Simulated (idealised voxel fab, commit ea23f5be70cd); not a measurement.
Process module heading - voxel spacer lines
Cross-sectional view cut (width: 155 nm; square cell size: 5 nm).
In what follows, cross-sections appear as grids of square cells, described through bands that run from the top down, where every band is one or more rows of cells.
First you get the band's top height and its bottom height, in nm, and then the materials it's made of, left to right, with each width in nm. If you see a single material with "throughout", that one covers the band edge to edge. "blank" is empty space.
Height reference: 0 = level under which incoming wafer is all one material. Lowest band: no bottom, runs on downward, e.g. "z 0 and below".
Graded width ("30 to 40"): value in top row of band = first number; value in bottom row = second number; row-to-row change constant.
Basically "nothing got changed" means that step didn't change any cell in the cross-section.
For the entry "Trapped cavities", the listed items are empty spaces with no open way to the top whose size is 8 cells or more; each item follows the pattern width x height at distance, where distance is from the left edge and all three are in nm.
It should be noted that, on the line of a given step, the content following the step's settings is a remark produced by the simulator itself with respect to that step.
overlay nm: right-of-plan distance of the mask on a masked step; negative values mean left-of-plan.
Planned process steps:
1,RECEIVE, material Si
2,CONFORMAL_DEP, material Al2O3, thk nm 10
3,DIRECTIONAL_DEP, material SiN, thk nm 20
4,DIRECTIONAL_DEP, material aC, thk nm 25
5,PATTERN, tone cover, mask id MANDREL, material resist, width nm 20, pitch nm 60, thk nm 30, overlay nm 0
6,DIRECTIONAL_ETCH, etch materials aC, depth nm 25
7,STRIP, etch materials resist
8,CONFORMAL_DEP, material SiO2, thk nm 10
9,DIRECTIONAL_ETCH, etch materials SiO2, depth nm 5
10,STRIP, etch materials aC
11,DIRECTIONAL_ETCH, etch materials SiN, depth nm 20
12,STRIP, etch materials SiO2
Don't read the plan's depth nm for step 9 as applying to every wafer: that's the first wafer's value, and the wafers differ in it, though they all start identical.
As-received cross-section, first of several wafers, post step 1:
- z 0 and below = Si throughout
- Trapped cavities: none
Wafer cross-section (first of several) - module end, post step 12 (last step):
- z 55 to 30 = 35 of blank | 20 of aC | 40 of blank | 20 of aC | 40 of blank
- z 30 to 10 = SiN throughout
- z 10 to 0 = Al2O3 throughout
- z 0 and below = Si throughout
- Trapped cavities: none
A cross-section through the last wafer at the close of the module:
- z 30 to 10 = 25 of blank | 10 of SiN | 20 of blank | 10 of SiN | 20 of blank | 10 of SiN | 20 of blank | 10 of SiN | 30 of blank
- z 10 to 0 = Al2O3 throughout
- z 0 and below = Si throughout
- Trapped cavities: none
Below is a per-wafer table. In it, each row describes the wafer at the end of the module by giving, for each material, the number of cells gained (+) or lost (-) since the wafer was received, and after that the closed voids of the wafer:
depth nm 5; +62 Al2O3; +124 SiN; +40 aC; Trapped cavities: none
depth nm 10; +62 Al2O3; +32 SiN; Trapped cavities: none
depth nm 15; +62 Al2O3; +32 SiN; Trapped cavities: none
depth nm 20; +62 Al2O3; +32 SiN; Trapped cavities: none
depth nm 25; +62 Al2O3; +32 SiN; Trapped cavities: none
